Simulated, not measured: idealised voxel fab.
process module | voxel spacer lines
This is section cut - it's 145 nm across, gridded in 5 nm square cells.
Cross-section, as written here: a square-cell grid given band by band from the top down, where a band holds one or more rows of cells.
The band entry comprises the height of the band's top followed by the height of its bottom, expressed in nm, and subsequently the band's materials from left to right, each stated together with its width in nm. Where a single material is marked with the word "all across", that material fills the band from edge to edge. The word "empty" represents empty space.
Convention: height 0 is the level below which the wafer, as received, is all one material. The lowest band does not terminate at the bottom but continues downward, represented as "top 0, no bottom".
The width entry "30 to 40" should be interpreted row by row: the top row of cells in the band takes the first number, the bottom row takes the second number, and the change between adjacent rows is uniform throughout.
You'll sometimes find "left unchanged" written for a step, and that's the way of saying that nowhere in the cross-section did a cell change during that step.
"Closed cavities": sealed empty spaces, 8 cells or more, no open way to top, listed width x height at distance, with distance from the left edge and width, height and distance in nm.
Past the settings on a step's line: simulator remark, on that step.
The line of a step may include "overlay nm". On a step with a mask, this value is how far to the right of its planned place the mask lay. A negative value means the mask lay to the left.
Pairs ahead. Before: cross-section ahead of one process step. After: cross-section once the step is done, shown to the lowest changed band only. Under each pair: that step, with settings. Caution: pairs may come from different runs of this module on the same starting wafer; a pair follows the pair above only where its "Pre-step geometry" entry says so.
PRE-STEP GEOMETRY
  top 0, no bottom = Si all across
  Closed cavities: none
POST-STEP CROSS-SECTION
  top 5, bottom 0 = Al2O3 all across
  All layers under 0 are left as they were.
  Closed cavities: none
The process step bridging the two cross-sections above: CONFORMAL_DEP [material Al2O3] [thk nm 5]
Pre-step geometry: identical to the post-step cross-section of the immediately preceding pair.
POST-STEP CROSS-SECTION
  top 20, bottom 5 = W all across
  All layers under 5 are left as they were.
  Closed cavities: none
The process step bridging the two cross-sections above: DIRECTIONAL_DEP [material W] [thk nm 15]
Pre-step geometry: identical to the post-step cross-section of the immediately preceding pair.
POST-STEP CROSS-SECTION
  top 40, bottom 20 = polySi all across
  All layers under 20 are left as they were.
  Closed cavities: none
The process step bridging the two cross-sections above: DIRECTIONAL_DEP [material polySi] [thk nm 20]
Pre-step geometry: identical to the post-step cross-section of the immediately preceding pair.
POST-STEP CROSS-SECTION
  top 70, bottom 40 = 40 nm empty, then 15 nm resist, then 35 nm empty, then 15 nm resist, then 40 nm empty
  All layers under 40 are left as they were.
  Closed cavities: none
The process step bridging the two cross-sections above: PATTERN [tone cover] [mask id MANDREL] [material resist] [width nm 15] [pitch nm 50] [thk nm 30] [overlay nm 0]
Pre-step geometry: identical to the post-step cross-section of the immediately preceding pair.
POST-STEP CROSS-SECTION
  top 70, bottom 40 = 40 nm empty, then 15 nm resist, then 35 nm empty, then 15 nm resist, then 40 nm empty
  top 40, bottom 20 = 40 nm empty, then 15 nm polySi, then 35 nm empty, then 15 nm polySi, then 40 nm empty
  All layers under 20 are left as they were.
  Closed cavities: none
The process step bridging the two cross-sections above: DIRECTIONAL_ETCH [etch materials polySi] [depth nm 20]
Pre-step geometry: identical to the post-step cross-section of the immediately preceding pair.
POST-STEP CROSS-SECTION
  top 40, bottom 20 = 40 nm empty, then 15 nm polySi, then 35 nm empty, then 15 nm polySi, then 40 nm empty
  All layers under 20 are left as they were.
  Closed cavities: none
The process step bridging the two cross-sections above: STRIP [etch materials resist]
Pre-step geometry: identical to the post-step cross-section of the immediately preceding pair.
POST-STEP CROSS-SECTION
  top 50, bottom 40 = 30 nm empty, then 35 nm SiN, then 15 nm empty, then 35 nm SiN, then 30 nm empty
  top 40, bottom 30 = 30 nm empty, then 10 nm SiN, then 15 nm polySi, then 10 nm SiN, then 15 nm empty, then 10 nm SiN, then 15 nm polySi, then 10 nm SiN, then 30 nm empty
  top 30, bottom 20 = 40 nm SiN, then 15 nm polySi, then 35 nm SiN, then 15 nm polySi, then 40 nm SiN
  All layers under 20 are left as they were.
  Closed cavities: none
The process step bridging the two cross-sections above: CONFORMAL_DEP [material SiN] [thk nm 10]
Pre-step geometry: identical to the post-step cross-section of the immediately preceding pair.
POST-STEP CROSS-SECTION
  top 40, bottom 20 = 30 nm empty, then 10 nm SiN, then 15 nm polySi, then 10 nm SiN, then 15 nm empty, then 10 nm SiN, then 15 nm polySi, then 10 nm SiN, then 30 nm empty
  All layers under 20 are left as they were.
  Closed cavities: none
The process step bridging the two cross-sections above: DIRECTIONAL_ETCH [etch materials SiN] [depth nm 10]
Pre-step geometry: identical to the post-step cross-section of the immediately preceding pair.
POST-STEP CROSS-SECTION
  top 40, bottom 20 = 30 nm empty, then 10 nm SiN, then 15 nm empty, then 10 nm SiN, then 15 nm empty, then 10 nm SiN, then 15 nm empty, then 10 nm SiN, then 30 nm empty
  All layers under 20 are left as they were.
  Closed cavities: none
The process step bridging the two cross-sections above: STRIP [etch materials polySi]
Pre-step geometry: identical to the post-step cross-section of the immediately preceding pair.
POST-STEP CROSS-SECTION
  top 40, bottom 20 = 30 nm empty, then 10 nm SiN, then 15 nm empty, then 10 nm SiN, then 15 nm empty, then 10 nm SiN, then 15 nm empty, then 10 nm SiN, then 30 nm empty
  top 20, bottom 5 = 30 nm empty, then 10 nm W, then 15 nm empty, then 10 nm W, then 15 nm empty, then 10 nm W, then 15 nm empty, then 10 nm W, then 30 nm empty
  All layers under 5 are left as they were.
  Closed cavities: none
The process step bridging the two cross-sections above: DIRECTIONAL_ETCH [etch materials W] [depth nm 15]
Pre-step geometry: identical to the post-step cross-section of the immediately preceding pair.
POST-STEP CROSS-SECTION
  top 20, bottom 5 = 30 nm empty, then 10 nm W, then 15 nm empty, then 10 nm W, then 15 nm empty, then 10 nm W, then 15 nm empty, then 10 nm W, then 30 nm empty
  All layers under 5 are left as they were.
  Closed cavities: none
The process step bridging the two cross-sections above: STRIP [etch materials SiN]
Pre-step geometry: identical to the post-step cross-section of the immediately preceding pair.
POST-STEP CROSS-SECTION
  top 25, bottom 20 = SiO2 all across
  top 20, bottom 5 = 30 nm SiO2, then 10 nm W, then 15 nm SiO2, then 10 nm W, then 15 nm SiO2, then 10 nm W, then 15 nm SiO2, then 10 nm W, then 30 nm SiO2
  All layers under 5 are left as they were.
  Closed cavities: none
The process step bridging the two cross-sections above: FILL_DEP [material SiO2] [thk nm 5]
Pre-step geometry: identical to the post-step cross-section of the immediately preceding pair.
POST-STEP CROSS-SECTION
  top 20, bottom 5 = 30 nm SiO2, then 10 nm W, then 15 nm SiO2, then 10 nm W, then 15 nm SiO2, then 10 nm W, then 15 nm SiO2, then 10 nm W, then 30 nm SiO2
  All layers under 5 are left as they were.
  Closed cavities: none
The process step bridging the two cross-sections above: CMP [height nm 20]
PRE-STEP GEOMETRY
  top 0, no bottom = Si all across
  Closed cavities: none
POST-STEP CROSS-SECTION
  top 15, bottom 0 = W all across
  All layers under 0 are left as they were.
  Closed cavities: none
The process step bridging the two cross-sections above: DIRECTIONAL_DEP [material W] [thk nm 15]
Pre-step geometry: identical to the post-step cross-section of the immediately preceding pair.
POST-STEP CROSS-SECTION
  top 35, bottom 15 = polySi all across
  All layers under 15 are left as they were.
  Closed cavities: none
The process step bridging the two cross-sections above: DIRECTIONAL_DEP [material polySi] [thk nm 20]
Pre-step geometry: identical to the post-step cross-section of the immediately preceding pair.
POST-STEP CROSS-SECTION
  top 65, bottom 35 = 40 nm empty, then 15 nm resist, then 35 nm empty, then 15 nm resist, then 40 nm empty
  All layers under 35 are left as they were.
  Closed cavities: none
The process step bridging the two cross-sections above: PATTERN [tone cover] [mask id MANDREL] [material resist] [width nm 15] [pitch nm 50] [thk nm 30] [overlay nm 0]
Pre-step geometry: identical to the post-step cross-section of the immediately preceding pair.
POST-STEP CROSS-SECTION
  top 65, bottom 35 = 40 nm empty, then 15 nm resist, then 35 nm empty, then 15 nm resist, then 40 nm empty
  top 35, bottom 15 = 40 nm empty, then 15 nm polySi, then 35 nm empty, then 15 nm polySi, then 40 nm empty
  All layers under 15 are left as they were.
  Closed cavities: none
The process step bridging the two cross-sections above: DIRECTIONAL_ETCH [etch materials polySi] [depth nm 20]
Pre-step geometry: identical to the post-step cross-section of the immediately preceding pair.
POST-STEP CROSS-SECTION
  top 35, bottom 15 = 40 nm empty, then 15 nm polySi, then 35 nm empty, then 15 nm polySi, then 40 nm empty
  All layers under 15 are left as they were.
  Closed cavities: none
The process step bridging the two cross-sections above: STRIP [etch materials resist]
Pre-step geometry: identical to the post-step cross-section of the immediately preceding pair.
POST-STEP CROSS-SECTION
  top 45, bottom 35 = 30 nm empty, then 35 nm SiN, then 15 nm empty, then 35 nm SiN, then 30 nm empty
  top 35, bottom 25 = 30 nm empty, then 10 nm SiN, then 15 nm polySi, then 10 nm SiN, then 15 nm empty, then 10 nm SiN, then 15 nm polySi, then 10 nm SiN, then 30 nm empty
  top 25, bottom 15 = 40 nm SiN, then 15 nm polySi, then 35 nm SiN, then 15 nm polySi, then 40 nm SiN
  All layers under 15 are left as they were.
  Closed cavities: none
The process step bridging the two cross-sections above: CONFORMAL_DEP [material SiN] [thk nm 10]
Pre-step geometry: identical to the post-step cross-section of the immediately preceding pair.
POST-STEP CROSS-SECTION
  top 35, bottom 15 = 30 nm empty, then 10 nm SiN, then 15 nm polySi, then 10 nm SiN, then 15 nm empty, then 10 nm SiN, then 15 nm polySi, then 10 nm SiN, then 30 nm empty
  All layers under 15 are left as they were.
  Closed cavities: none
The process step bridging the two cross-sections above: DIRECTIONAL_ETCH [etch materials SiN] [depth nm 10]
Pre-step geometry: identical to the post-step cross-section of the immediately preceding pair.
POST-STEP CROSS-SECTION
  top 35, bottom 15 = 30 nm empty, then 10 nm SiN, then 15 nm empty, then 10 nm SiN, then 15 nm empty, then 10 nm SiN, then 15 nm empty, then 10 nm SiN, then 30 nm empty
  All layers under 15 are left as they were.
  Closed cavities: none
The process step bridging the two cross-sections above: STRIP [etch materials polySi]
Pre-step geometry: identical to the post-step cross-section of the immediately preceding pair.
POST-STEP CROSS-SECTION
  top 35, bottom 15 = 30 nm empty, then 10 nm SiN, then 15 nm empty, then 10 nm SiN, then 15 nm empty, then 10 nm SiN, then 15 nm empty, then 10 nm SiN, then 30 nm empty
  top 15, bottom 0 = 30 nm empty, then 10 nm W, then 15 nm empty, then 10 nm W, then 15 nm empty, then 10 nm W, then 15 nm empty, then 10 nm W, then 30 nm empty
  All layers under 0 are left as they were.
  Closed cavities: none
The process step bridging the two cross-sections above: DIRECTIONAL_ETCH [etch materials W] [depth nm 15]
Pre-step geometry: identical to the post-step cross-section of the immediately preceding pair.
POST-STEP CROSS-SECTION
  top 15, bottom 0 = 30 nm empty, then 10 nm W, then 15 nm empty, then 10 nm W, then 15 nm empty, then 10 nm W, then 15 nm empty, then 10 nm W, then 30 nm empty
  All layers under 0 are left as they were.
  Closed cavities: none
The process step bridging the two cross-sections above: STRIP [etch materials SiN]
Pre-step geometry: identical to the post-step cross-section of the immediately preceding pair.
POST-STEP CROSS-SECTION
  top 20, bottom 15 = SiO2 all across
  top 15, bottom 0 = 30 nm SiO2, then 10 nm W, then 15 nm SiO2, then 10 nm W, then 15 nm SiO2, then 10 nm W, then 15 nm SiO2, then 10 nm W, then 30 nm SiO2
  All layers under 0 are left as they were.
  Closed cavities: none
The process step bridging the two cross-sections above: FILL_DEP [material SiO2] [thk nm 5]
PRE-STEP GEOMETRY
  top 15, bottom 0 = W all across
  top 0, no bottom = Si all across
  Closed cavities: none
POST-STEP CROSS-SECTION
  top 20, bottom 15 = Al2O3 all across
  All layers under 15 are left as they were.
  Closed cavities: none
The process step bridging the two cross-sections above: CONFORMAL_DEP [material Al2O3] [thk nm 5]
Pre-step geometry: identical to the post-step cross-section of the immediately preceding pair.
POST-STEP CROSS-SECTION
  top 40, bottom 20 = polySi all across
  All layers under 20 are left as they were.
  Closed cavities: none
The process step bridging the two cross-sections above: DIRECTIONAL_DEP [material polySi] [thk nm 20]
Pre-step geometry: identical to the post-step cross-section of the immediately preceding pair.
POST-STEP CROSS-SECTION
  top 70, bottom 40 = 40 nm empty, then 15 nm resist, then 35 nm empty, then 15 nm resist, then 40 nm empty
  All layers under 40 are left as they were.
  Closed cavities: none
The process step bridging the two cross-sections above: PATTERN [tone cover] [mask id MANDREL] [material resist] [width nm 15] [pitch nm 50] [thk nm 30] [overlay nm 0]
Pre-step geometry: identical to the post-step cross-section of the immediately preceding pair.
POST-STEP CROSS-SECTION
  top 70, bottom 40 = 40 nm empty, then 15 nm resist, then 35 nm empty, then 15 nm resist, then 40 nm empty
  top 40, bottom 20 = 40 nm empty, then 15 nm polySi, then 35 nm empty, then 15 nm polySi, then 40 nm empty
  All layers under 20 are left as they were.
  Closed cavities: none
The process step bridging the two cross-sections above: DIRECTIONAL_ETCH [etch materials polySi] [depth nm 20]
Pre-step geometry: identical to the post-step cross-section of the immediately preceding pair.
POST-STEP CROSS-SECTION
  top 40, bottom 20 = 40 nm empty, then 15 nm polySi, then 35 nm empty, then 15 nm polySi, then 40 nm empty
  All layers under 20 are left as they were.
  Closed cavities: none
The process step bridging the two cross-sections above: STRIP [etch materials resist]
Pre-step geometry: identical to the post-step cross-section of the immediately preceding pair.
POST-STEP CROSS-SECTION
  top 50, bottom 40 = 30 nm empty, then 35 nm SiN, then 15 nm empty, then 35 nm SiN, then 30 nm empty
  top 40, bottom 30 = 30 nm empty, then 10 nm SiN, then 15 nm polySi, then 10 nm SiN, then 15 nm empty, then 10 nm SiN, then 15 nm polySi, then 10 nm SiN, then 30 nm empty
  top 30, bottom 20 = 40 nm SiN, then 15 nm polySi, then 35 nm SiN, then 15 nm polySi, then 40 nm SiN
  All layers under 20 are left as they were.
  Closed cavities: none
The process step bridging the two cross-sections above: CONFORMAL_DEP [material SiN] [thk nm 10]
Pre-step geometry: identical to the post-step cross-section of the immediately preceding pair.
POST-STEP CROSS-SECTION
  top 40, bottom 20 = 30 nm empty, then 10 nm SiN, then 15 nm polySi, then 10 nm SiN, then 15 nm empty, then 10 nm SiN, then 15 nm polySi, then 10 nm SiN, then 30 nm empty
  All layers under 20 are left as they were.
  Closed cavities: none
The process step bridging the two cross-sections above: DIRECTIONAL_ETCH [etch materials SiN] [depth nm 10]
Pre-step geometry: identical to the post-step cross-section of the immediately preceding pair.
POST-STEP CROSS-SECTION
  top 40, bottom 20 = 30 nm empty, then 10 nm SiN, then 15 nm empty, then 10 nm SiN, then 15 nm empty, then 10 nm SiN, then 15 nm empty, then 10 nm SiN, then 30 nm empty
  All layers under 20 are left as they were.
  Closed cavities: none
The process step bridging the two cross-sections above: STRIP [etch materials polySi]
Pre-step geometry: identical to the post-step cross-section of the immediately preceding pair.
POST-STEP CROSS-SECTION
  top 20, bottom 15 = Al2O3 all across
  All layers under 15 are left as they were.
  Closed cavities: none
The process step bridging the two cross-sections above: STRIP [etch materials SiN]
Pre-step geometry: identical to the post-step cross-section of the immediately preceding pair.
POST-STEP CROSS-SECTION
  top 25, bottom 20 = SiO2 all across
  All layers under 20 are left as they were.
  Closed cavities: none
The process step bridging the two cross-sections above: FILL_DEP [material SiO2] [thk nm 5]
Pre-step geometry: identical to the post-step cross-section of the immediately preceding pair.
POST-STEP CROSS-SECTION
  top 20, bottom 15 = Al2O3 all across
  All layers under 15 are left as they were.
  Closed cavities: none
The process step bridging the two cross-sections above: CMP [height nm 20]
PRE-STEP GEOMETRY
  top 25, bottom 20 = SiO2 all across
  top 20, bottom 5 = 30 nm SiO2, then 10 nm W, then 15 nm SiO2, then 10 nm W, then 15 nm SiO2, then 10 nm W, then 15 nm SiO2, then 10 nm W, then 30 nm SiO2
  top 5, bottom 0 = Al2O3 all across
  top 0, no bottom = Si all across
  Closed cavities: none
POST-STEP CROSS-SECTION
  top 10, bottom 5 = 30 nm SiO2, then 10 nm W, then 15 nm SiO2, then 10 nm W, then 15 nm SiO2, then 10 nm W, then 15 nm SiO2, then 10 nm W, then 30 nm SiO2
  All layers under 5 are left as they were.
  Closed cavities: none
The process step bridging the two cross-sections above: CMP [height nm 10]
PRE-STEP GEOMETRY
  top 40, bottom 20 = polySi all across
  top 20, bottom 5 = W all across
  top 5, bottom 0 = Al2O3 all across
  top 0, no bottom = Si all across
  Closed cavities: none
POST-STEP CROSS-SECTION
  top 70, bottom 40 = 40 nm empty, then 20 nm resist, then 30 nm empty, then 20 nm resist, then 35 nm empty
  All layers under 40 are left as they were.
  Closed cavities: none
The process step bridging the two cross-sections above: PATTERN [tone cover] [mask id MANDREL] [material resist] [width nm 20] [pitch nm 50] [thk nm 30] [overlay nm 0]
Pre-step geometry: identical to the post-step cross-section of the immediately preceding pair.
POST-STEP CROSS-SECTION
  top 70, bottom 40 = 40 nm empty, then 20 nm resist, then 30 nm empty, then 20 nm resist, then 35 nm empty
  top 40, bottom 20 = 40 nm empty, then 20 nm polySi, then 30 nm empty, then 20 nm polySi, then 35 nm empty
  All layers under 20 are left as they were.
  Closed cavities: none
The process step bridging the two cross-sections above: DIRECTIONAL_ETCH [etch materials polySi] [depth nm 20]
Pre-step geometry: identical to the post-step cross-section of the immediately preceding pair.
POST-STEP CROSS-SECTION
  top 40, bottom 20 = 40 nm empty, then 20 nm polySi, then 30 nm empty, then 20 nm polySi, then 35 nm empty
  All layers under 20 are left as they were.
  Closed cavities: none
The process step bridging the two cross-sections above: STRIP [etch materials resist]
Pre-step geometry: identical to the post-step cross-section of the immediately preceding pair.
POST-STEP CROSS-SECTION
  top 50, bottom 40 = 30 nm empty, then 40 nm SiN, then 10 nm empty, then 40 nm SiN, then 25 nm empty
  top 40, bottom 30 = 30 nm empty, then 10 nm SiN, then 20 nm polySi, then 10 nm SiN, then 10 nm empty, then 10 nm SiN, then 20 nm polySi, then 10 nm SiN, then 25 nm empty
  top 30, bottom 20 = 40 nm SiN, then 20 nm polySi, then 30 nm SiN, then 20 nm polySi, then 35 nm SiN
  All layers under 20 are left as they were.
  Closed cavities: none
The process step bridging the two cross-sections above: CONFORMAL_DEP [material SiN] [thk nm 10]
Pre-step geometry: identical to the post-step cross-section of the immediately preceding pair.
POST-STEP CROSS-SECTION
  top 40, bottom 20 = 30 nm empty, then 10 nm SiN, then 20 nm polySi, then 10 nm SiN, then 10 nm empty, then 10 nm SiN, then 20 nm polySi, then 10 nm SiN, then 25 nm empty
  All layers under 20 are left as they were.
  Closed cavities: none
The process step bridging the two cross-sections above: DIRECTIONAL_ETCH [etch materials SiN] [depth nm 10]
Pre-step geometry: identical to the post-step cross-section of the immediately preceding pair.
POST-STEP CROSS-SECTION
  top 40, bottom 20 = 30 nm empty, then 10 nm SiN, then 20 nm empty, then 10 nm SiN, then 10 nm empty, then 10 nm SiN, then 20 nm empty, then 10 nm SiN, then 25 nm empty
  All layers under 20 are left as they were.
  Closed cavities: none
The process step bridging the two cross-sections above: STRIP [etch materials polySi]
Pre-step geometry: identical to the post-step cross-section of the immediately preceding pair.
POST-STEP CROSS-SECTION
  top 40, bottom 20 = 30 nm empty, then 10 nm SiN, then 20 nm empty, then 10 nm SiN, then 10 nm empty, then 10 nm SiN, then 20 nm empty, then 10 nm SiN, then 25 nm empty
  top 20, bottom 5 = 30 nm empty, then 10 nm W, then 20 nm empty, then 10 nm W, then 10 nm empty, then 10 nm W, then 20 nm empty, then 10 nm W, then 25 nm empty
  All layers under 5 are left as they were.
  Closed cavities: none
The process step bridging the two cross-sections above: DIRECTIONAL_ETCH [etch materials W] [depth nm 15]
Pre-step geometry: identical to the post-step cross-section of the immediately preceding pair.
POST-STEP CROSS-SECTION
  top 20, bottom 5 = 30 nm empty, then 10 nm W, then 20 nm empty, then 10 nm W, then 10 nm empty, then 10 nm W, then 20 nm empty, then 10 nm W, then 25 nm empty
  All layers under 5 are left as they were.
  Closed cavities: none
The process step bridging the two cross-sections above: STRIP [etch materials SiN]
Pre-step geometry: identical to the post-step cross-section of the immediately preceding pair.
POST-STEP CROSS-SECTION
  top 25, bottom 20 = SiO2 all across
  top 20, bottom 5 = 30 nm SiO2, then 10 nm W, then 20 nm SiO2, then 10 nm W, then 10 nm SiO2, then 10 nm W, then 20 nm SiO2, then 10 nm W, then 25 nm SiO2
  All layers under 5 are left as they were.
  Closed cavities: none
The process step bridging the two cross-sections above: FILL_DEP [material SiO2] [thk nm 5]
Pre-step geometry: identical to the post-step cross-section of the immediately preceding pair.
POST-STEP CROSS-SECTION
  top 20, bottom 5 = 30 nm SiO2, then 10 nm W, then 20 nm SiO2, then 10 nm W, then 10 nm SiO2, then 10 nm W, then 20 nm SiO2, then 10 nm W, then 25 nm SiO2
  All layers under 5 are left as they were.
  Closed cavities: none
The process step bridging the two cross-sections above: CMP [height nm 20]
PRE-STEP GEOMETRY
  top 40, bottom 20 = polySi all across
  top 20, bottom 5 = W all across
  top 5, bottom 0 = Al2O3 all across
  top 0, no bottom = Si all across
  Closed cavities: none
POST-STEP CROSS-SECTION
  top 70, bottom 40 = 50 nm empty, then 15 nm resist, then 35 nm empty, then 15 nm resist, then 30 nm empty
  All layers under 40 are left as they were.
  Closed cavities: none
The process step bridging the two cross-sections above: PATTERN [tone cover] [mask id MANDREL] [material resist] [width nm 15] [pitch nm 50] [thk nm 30] [overlay nm 10]
Pre-step geometry: identical to the post-step cross-section of the immediately preceding pair.
POST-STEP CROSS-SECTION
  top 70, bottom 40 = 50 nm empty, then 15 nm resist, then 35 nm empty, then 15 nm resist, then 30 nm empty
  top 40, bottom 20 = 50 nm empty, then 15 nm polySi, then 35 nm empty, then 15 nm polySi, then 30 nm empty
  All layers under 20 are left as they were.
  Closed cavities: none
The process step bridging the two cross-sections above: DIRECTIONAL_ETCH [etch materials polySi] [depth nm 20]
Pre-step geometry: identical to the post-step cross-section of the immediately preceding pair.
POST-STEP CROSS-SECTION
  top 40, bottom 20 = 50 nm empty, then 15 nm polySi, then 35 nm empty, then 15 nm polySi, then 30 nm empty
  All layers under 20 are left as they were.
  Closed cavities: none
The process step bridging the two cross-sections above: STRIP [etch materials resist]
Pre-step geometry: identical to the post-step cross-section of the immediately preceding pair.
POST-STEP CROSS-SECTION
  top 50, bottom 40 = 40 nm empty, then 35 nm SiN, then 15 nm empty, then 35 nm SiN, then 20 nm empty
  top 40, bottom 30 = 40 nm empty, then 10 nm SiN, then 15 nm polySi, then 10 nm SiN, then 15 nm empty, then 10 nm SiN, then 15 nm polySi, then 10 nm SiN, then 20 nm empty
  top 30, bottom 20 = 50 nm SiN, then 15 nm polySi, then 35 nm SiN, then 15 nm polySi, then 30 nm SiN
  All layers under 20 are left as they were.
  Closed cavities: none
The process step bridging the two cross-sections above: CONFORMAL_DEP [material SiN] [thk nm 10]
Pre-step geometry: identical to the post-step cross-section of the immediately preceding pair.
POST-STEP CROSS-SECTION
  top 40, bottom 20 = 40 nm empty, then 10 nm SiN, then 15 nm polySi, then 10 nm SiN, then 15 nm empty, then 10 nm SiN, then 15 nm polySi, then 10 nm SiN, then 20 nm empty
  All layers under 20 are left as they were.
  Closed cavities: none
The process step bridging the two cross-sections above: DIRECTIONAL_ETCH [etch materials SiN] [depth nm 10]
Pre-step geometry: identical to the post-step cross-section of the immediately preceding pair.
POST-STEP CROSS-SECTION
  top 40, bottom 20 = 40 nm empty, then 10 nm SiN, then 15 nm empty, then 10 nm SiN, then 15 nm empty, then 10 nm SiN, then 15 nm empty, then 10 nm SiN, then 20 nm empty
  All layers under 20 are left as they were.
  Closed cavities: none
The process step bridging the two cross-sections above: STRIP [etch materials polySi]
Pre-step geometry: identical to the post-step cross-section of the immediately preceding pair.
POST-STEP CROSS-SECTION
  top 40, bottom 20 = 40 nm empty, then 10 nm SiN, then 15 nm empty, then 10 nm SiN, then 15 nm empty, then 10 nm SiN, then 15 nm empty, then 10 nm SiN, then 20 nm empty
  top 20, bottom 5 = 40 nm empty, then 10 nm W, then 15 nm empty, then 10 nm W, then 15 nm empty, then 10 nm W, then 15 nm empty, then 10 nm W, then 20 nm empty
  All layers under 5 are left as they were.
  Closed cavities: none
The process step bridging the two cross-sections above: DIRECTIONAL_ETCH [etch materials W] [depth nm 15]
Pre-step geometry: identical to the post-step cross-section of the immediately preceding pair.
POST-STEP CROSS-SECTION
  top 20, bottom 5 = 40 nm empty, then 10 nm W, then 15 nm empty, then 10 nm W, then 15 nm empty, then 10 nm W, then 15 nm empty, then 10 nm W, then 20 nm empty
  All layers under 5 are left as they were.
  Closed cavities: none
The process step bridging the two cross-sections above: STRIP [etch materials SiN]
Pre-step geometry: identical to the post-step cross-section of the immediately preceding pair.
POST-STEP CROSS-SECTION
  top 25, bottom 20 = SiO2 all across
  top 20, bottom 5 = 40 nm SiO2, then 10 nm W, then 15 nm SiO2, then 10 nm W, then 15 nm SiO2, then 10 nm W, then 15 nm SiO2, then 10 nm W, then 20 nm SiO2
  All layers under 5 are left as they were.
  Closed cavities: none
The process step bridging the two cross-sections above: FILL_DEP [material SiO2] [thk nm 5]
Pre-step geometry: identical to the post-step cross-section of the immediately preceding pair.
POST-STEP CROSS-SECTION
  top 20, bottom 5 = 40 nm SiO2, then 10 nm W, then 15 nm SiO2, then 10 nm W, then 15 nm SiO2, then 10 nm W, then 15 nm SiO2, then 10 nm W, then 20 nm SiO2
  All layers under 5 are left as they were.
  Closed cavities: none
The process step bridging the two cross-sections above: CMP [height nm 20]
PRE-STEP GEOMETRY
  top 0, no bottom = Si all across
  Closed cavities: none
POST-STEP CROSS-SECTION
  top 5, bottom 0 = SiO2 all across
  All layers under 0 are left as they were.
  Closed cavities: none
The process step bridging the two cross-sections above: CONFORMAL_DEP [material SiO2] [thk nm 5]
Pre-step geometry: identical to the post-step cross-section of the immediately preceding pair.
POST-STEP CROSS-SECTION
  top 20, bottom 5 = W all across
  All layers under 5 are left as they were.
  Closed cavities: none
The process step bridging the two cross-sections above: DIRECTIONAL_DEP [material W] [thk nm 15]
Pre-step geometry: identical to the post-step cross-section of the immediately preceding pair.
POST-STEP CROSS-SECTION
  top 40, bottom 20 = polySi all across
  All layers under 20 are left as they were.
  Closed cavities: none
The process step bridging the two cross-sections above: DIRECTIONAL_DEP [material polySi] [thk nm 20]
Pre-step geometry: identical to the post-step cross-section of the immediately preceding pair.
POST-STEP CROSS-SECTION
  top 70, bottom 40 = 40 nm empty, then 15 nm resist, then 35 nm empty, then 15 nm resist, then 40 nm empty
  All layers under 40 are left as they were.
  Closed cavities: none
The process step bridging the two cross-sections above: PATTERN [tone cover] [mask id MANDREL] [material resist] [width nm 15] [pitch nm 50] [thk nm 30] [overlay nm 0]
Pre-step geometry: identical to the post-step cross-section of the immediately preceding pair.
POST-STEP CROSS-SECTION
  top 70, bottom 40 = 40 nm empty, then 15 nm resist, then 35 nm empty, then 15 nm resist, then 40 nm empty
  top 40, bottom 20 = 40 nm empty, then 15 nm polySi, then 35 nm empty, then 15 nm polySi, then 40 nm empty
  All layers under 20 are left as they were.
  Closed cavities: none
The process step bridging the two cross-sections above: DIRECTIONAL_ETCH [etch materials polySi] [depth nm 20]
Pre-step geometry: identical to the post-step cross-section of the immediately preceding pair.
POST-STEP CROSS-SECTION
  top 40, bottom 20 = 40 nm empty, then 15 nm polySi, then 35 nm empty, then 15 nm polySi, then 40 nm empty
  All layers under 20 are left as they were.
  Closed cavities: none
The process step bridging the two cross-sections above: STRIP [etch materials resist]
Pre-step geometry: identical to the post-step cross-section of the immediately preceding pair.
POST-STEP CROSS-SECTION
  top 50, bottom 40 = 30 nm empty, then 35 nm SiN, then 15 nm empty, then 35 nm SiN, then 30 nm empty
  top 40, bottom 30 = 30 nm empty, then 10 nm SiN, then 15 nm polySi, then 10 nm SiN, then 15 nm empty, then 10 nm SiN, then 15 nm polySi, then 10 nm SiN, then 30 nm empty
  top 30, bottom 20 = 40 nm SiN, then 15 nm polySi, then 35 nm SiN, then 15 nm polySi, then 40 nm SiN
  All layers under 20 are left as they were.
  Closed cavities: none
The process step bridging the two cross-sections above: CONFORMAL_DEP [material SiN] [thk nm 10]
Pre-step geometry: identical to the post-step cross-section of the immediately preceding pair.
POST-STEP CROSS-SECTION
  top 40, bottom 20 = 30 nm empty, then 10 nm SiN, then 15 nm polySi, then 10 nm SiN, then 15 nm empty, then 10 nm SiN, then 15 nm polySi, then 10 nm SiN, then 30 nm empty
  All layers under 20 are left as they were.
  Closed cavities: none
The process step bridging the two cross-sections above: DIRECTIONAL_ETCH [etch materials SiN] [depth nm 10]
Pre-step geometry: identical to the post-step cross-section of the immediately preceding pair.
POST-STEP CROSS-SECTION
  top 40, bottom 20 = 30 nm empty, then 10 nm SiN, then 15 nm empty, then 10 nm SiN, then 15 nm empty, then 10 nm SiN, then 15 nm empty, then 10 nm SiN, then 30 nm empty
  All layers under 20 are left as they were.
  Closed cavities: none
The process step bridging the two cross-sections above: STRIP [etch materials polySi]
Pre-step geometry: identical to the post-step cross-section of the immediately preceding pair.
POST-STEP CROSS-SECTION
  top 40, bottom 20 = 30 nm empty, then 10 nm SiN, then 15 nm empty, then 10 nm SiN, then 15 nm empty, then 10 nm SiN, then 15 nm empty, then 10 nm SiN, then 30 nm empty
  top 20, bottom 5 = 30 nm empty, then 10 nm W, then 15 nm empty, then 10 nm W, then 15 nm empty, then 10 nm W, then 15 nm empty, then 10 nm W, then 30 nm empty
  All layers under 5 are left as they were.
  Closed cavities: none
The process step bridging the two cross-sections above: DIRECTIONAL_ETCH [etch materials W] [depth nm 15]
Pre-step geometry: identical to the post-step cross-section of the immediately preceding pair.
POST-STEP CROSS-SECTION
  top 20, bottom 5 = 30 nm empty, then 10 nm W, then 15 nm empty, then 10 nm W, then 15 nm empty, then 10 nm W, then 15 nm empty, then 10 nm W, then 30 nm empty
  All layers under 5 are left as they were.
  Closed cavities: none
The process step bridging the two cross-sections above: STRIP [etch materials SiN]
Pre-step geometry: identical to the post-step cross-section of the immediately preceding pair.
POST-STEP CROSS-SECTION
  top 25, bottom 20 = SiO2 all across
  top 20, bottom 5 = 30 nm SiO2, then 10 nm W, then 15 nm SiO2, then 10 nm W, then 15 nm SiO2, then 10 nm W, then 15 nm SiO2, then 10 nm W, then 30 nm SiO2
  All layers under 5 are left as they were.
  Closed cavities: none
The process step bridging the two cross-sections above: FILL_DEP [material SiO2] [thk nm 5]
Pre-step geometry: identical to the post-step cross-section of the immediately preceding pair.
POST-STEP CROSS-SECTION
  top 20, bottom 5 = 30 nm SiO2, then 10 nm W, then 15 nm SiO2, then 10 nm W, then 15 nm SiO2, then 10 nm W, then 15 nm SiO2, then 10 nm W, then 30 nm SiO2
  All layers under 5 are left as they were.
  Closed cavities: none
The process step bridging the two cross-sections above: CMP [height nm 20]
